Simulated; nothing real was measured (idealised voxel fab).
process module | voxel self aligned vias
cross-section cut | 255 nm wide | cells 5 nm
A cross-section is a grid of square cells, given in bands from the top down. A band is one or more rows of cells.
Each band's line starts with the height of the band's top and of its bottom, in nm. Then come its materials from left to right, each with its width in nm. One material with "throughout" fills the band from edge to edge. "air" is empty space.
Height 0 is the level under which the wafer as received is all one material. The lowest band goes on downwards, as in "0 down".
A width such as "30 to 40" changes by the same amount from each row of cells to the next, from the band's top row to its bottom row.
"no change" after a step means that no cell of the cross-section changed.
closed voids: empty space of 8 cells or more with no open way to the top, each as width x height at its distance from the left edge, in nm
after a step's settings: what the simulator itself notes on the step
overlay nm, on a step with a mask: how far to the right of its planned place the mask lay; to the left if negative
plan
1 op RECEIVE | material Si
2 op CONFORMAL_DEP | material SiO2 | thk nm 10
3 op CONFORMAL_DEP | material SiCN | thk nm 5
4 op DIRECTIONAL_DEP | material SiO2 | thk nm 25
5 op MASKED_ETCH | tone open | mask id LINES | width nm 25 | pitch nm 60 | etch materials SiO2 | depth nm 25 | overlay nm 0
6 op CONFORMAL_DEP | material TiN | thk nm 5
7 op FILL_DEP | material W | thk nm 5
8 op CMP | height nm 40
9 op SELECTIVE_ETCH | etch materials W Ru TiN | depth nm 10
10 op FILL_DEP | material SiN | thk nm 10
11 op CMP | height nm 40
12 op DIRECTIONAL_DEP | material SiO2 | thk nm 20
13 op MASKED_ETCH | tone open | mask id VIAS | width nm 45 | pitch nm 120 | etch materials SiO2 | depth nm 20 | overlay nm 0
14 op MASKED_ETCH | tone open | mask id VIAS | width nm 45 | pitch nm 120 | etch materials SiN | depth nm 10 | overlay nm 0
15 op CONFORMAL_DEP | material TiN | thk nm 5
16 op FILL_DEP | material Cu | thk nm 5
17 op CMP | height nm 60
18 op CONFORMAL_DEP | material SiCN | thk nm 5
first wafer, as planned
as received, after step 1
  0 down: Si throughout
  closed voids: none
after step 2
  10 to 0: SiO2 throughout
  below 0: unchanged
after step 3
  15 to 10: SiCN throughout
  below 10: unchanged
after step 4
  40 to 15: SiO2 throughout
  below 15: unchanged
after step 5
  40 to 15: SiO2 55 | air 25 | SiO2 35 | air 25 | SiO2 35 | air 25 | SiO2 55
  below 15: unchanged
after step 6
  45 to 40: TiN 60 | air 15 | TiN 45 | air 15 | TiN 45 | air 15 | TiN 60
  40 to 20: SiO2 55 | TiN 5 | air 15 | TiN 5 | SiO2 35 | TiN 5 | air 15 | TiN 5 | SiO2 35 | TiN 5 | air 15 | TiN 5 | SiO2 55
  20 to 15: SiO2 55 | TiN 25 | SiO2 35 | TiN 25 | SiO2 35 | TiN 25 | SiO2 55
  below 15: unchanged
after step 7
  50 to 45: W throughout
  45 to 40: TiN 60 | W 15 | TiN 45 | W 15 | TiN 45 | W 15 | TiN 60
  40 to 20: SiO2 55 | TiN 5 | W 15 | TiN 5 | SiO2 35 | TiN 5 | W 15 | TiN 5 | SiO2 35 | TiN 5 | W 15 | TiN 5 | SiO2 55
  below 20: unchanged
after step 8
  40 to 20: SiO2 55 | TiN 5 | W 15 | TiN 5 | SiO2 35 | TiN 5 | W 15 | TiN 5 | SiO2 35 | TiN 5 | W 15 | TiN 5 | SiO2 55
  below 20: unchanged
after step 9
  40 to 30: SiO2 55 | air 25 | SiO2 35 | air 25 | SiO2 35 | air 25 | SiO2 55
  below 30: unchanged
after step 10
  50 to 40: SiN throughout
  40 to 30: SiO2 55 | SiN 25 | SiO2 35 | SiN 25 | SiO2 35 | SiN 25 | SiO2 55
  below 30: unchanged
after step 11
  40 to 30: SiO2 55 | SiN 25 | SiO2 35 | SiN 25 | SiO2 35 | SiN 25 | SiO2 55
  below 30: unchanged
after step 12
  60 to 40: SiO2 throughout
  below 40: unchanged
after step 13
  60 to 40: SiO2 45 | air 45 | SiO2 75 | air 45 | SiO2 45
  below 40: unchanged
after step 14
  60 to 40: SiO2 45 | air 45 | SiO2 75 | air 45 | SiO2 45
  40 to 30: SiO2 55 | air 25 | SiO2 35 | SiN 25 | SiO2 35 | air 25 | SiO2 55
  below 30: unchanged
after step 15
  65 to 60: TiN 50 | air 35 | TiN 85 | air 35 | TiN 50
  60 to 45: SiO2 45 | TiN 5 | air 35 | TiN 5 | SiO2 75 | TiN 5 | air 35 | TiN 5 | SiO2 45
  45 to 40: SiO2 45 | TiN 15 | air 15 | TiN 15 | SiO2 75 | TiN 15 | air 15 | TiN 15 | SiO2 45
  40 to 35: SiO2 55 | TiN 5 | air 15 | TiN 5 | SiO2 35 | SiN 25 | SiO2 35 | TiN 5 | air 15 | TiN 5 | SiO2 55
  35 to 30: SiO2 55 | TiN 25 | SiO2 35 | SiN 25 | SiO2 35 | TiN 25 | SiO2 55
  below 30: unchanged
after step 16
  70 to 65: Cu throughout
  65 to 60: TiN 50 | Cu 35 | TiN 85 | Cu 35 | TiN 50
  60 to 45: SiO2 45 | TiN 5 | Cu 35 | TiN 5 | SiO2 75 | TiN 5 | Cu 35 | TiN 5 | SiO2 45
  45 to 40: SiO2 45 | TiN 15 | Cu 15 | TiN 15 | SiO2 75 | TiN 15 | Cu 15 | TiN 15 | SiO2 45
  40 to 35: SiO2 55 | TiN 5 | Cu 15 | TiN 5 | SiO2 35 | SiN 25 | SiO2 35 | TiN 5 | Cu 15 | TiN 5 | SiO2 55
  below 35: unchanged
after step 17
  60 to 45: SiO2 45 | TiN 5 | Cu 35 | TiN 5 | SiO2 75 | TiN 5 | Cu 35 | TiN 5 | SiO2 45
  below 45: unchanged
after step 18
  65 to 60: SiCN throughout
  below 60: unchanged
second wafer: like start, like plan, one mistake. Through step 11 it matches the first wafer
when step 12 should have ended
  40 to 30: SiO2 45 | air 10 | SiN 25 | air 10 | SiO2 25 | SiN 25 | SiO2 25 | air 10 | SiN 25 | air 10 | SiO2 45
  30 to 20: SiO2 45 | air 10 | TiN 5 | W 15 | TiN 5 | air 10 | SiO2 25 | TiN 5 | W 15 | TiN 5 | SiO2 25 | air 10 | TiN 5 | W 15 | TiN 5 | air 10 | SiO2 45
  below 20: unchanged
when step 13 should have ended
  60 to 40: SiO2 45 | air 10 | SiO2 25 | air 10 | SiO2 75 | air 10 | SiO2 25 | air 10 | SiO2 45
  40 to 30: SiO2 55 | SiN 25 | SiO2 35 | SiN 25 | SiO2 35 | SiN 25 | SiO2 55
  30 to 20: SiO2 55 | TiN 5 | W 15 | TiN 5 | SiO2 35 | TiN 5 | W 15 | TiN 5 | SiO2 35 | TiN 5 | W 15 | TiN 5 | SiO2 55
  below 20: unchanged
when step 14 should have ended: no change
when step 15 should have ended
  65 to 60: TiN throughout
  60 to 40: SiO2 45 | TiN 10 | SiO2 25 | TiN 10 | SiO2 75 | TiN 10 | SiO2 25 | TiN 10 | SiO2 45
  below 40: unchanged
when step 16 should have ended
  70 to 65: Cu throughout
  below 65: unchanged
when step 17 should have ended
  60 to 40: SiO2 45 | TiN 10 | SiO2 25 | TiN 10 | SiO2 75 | TiN 10 | SiO2 25 | TiN 10 | SiO2 45
  below 40: unchanged
when step 18 should have ended
  65 to 60: SiCN throughout
  below 60: unchanged
what went wrong: steps 12 and 13 were swapped
at the end the second wafer has, in cells: 54 fewer of Cu | 20 more of SiN | 40 more of SiO2 | 6 fewer of TiN
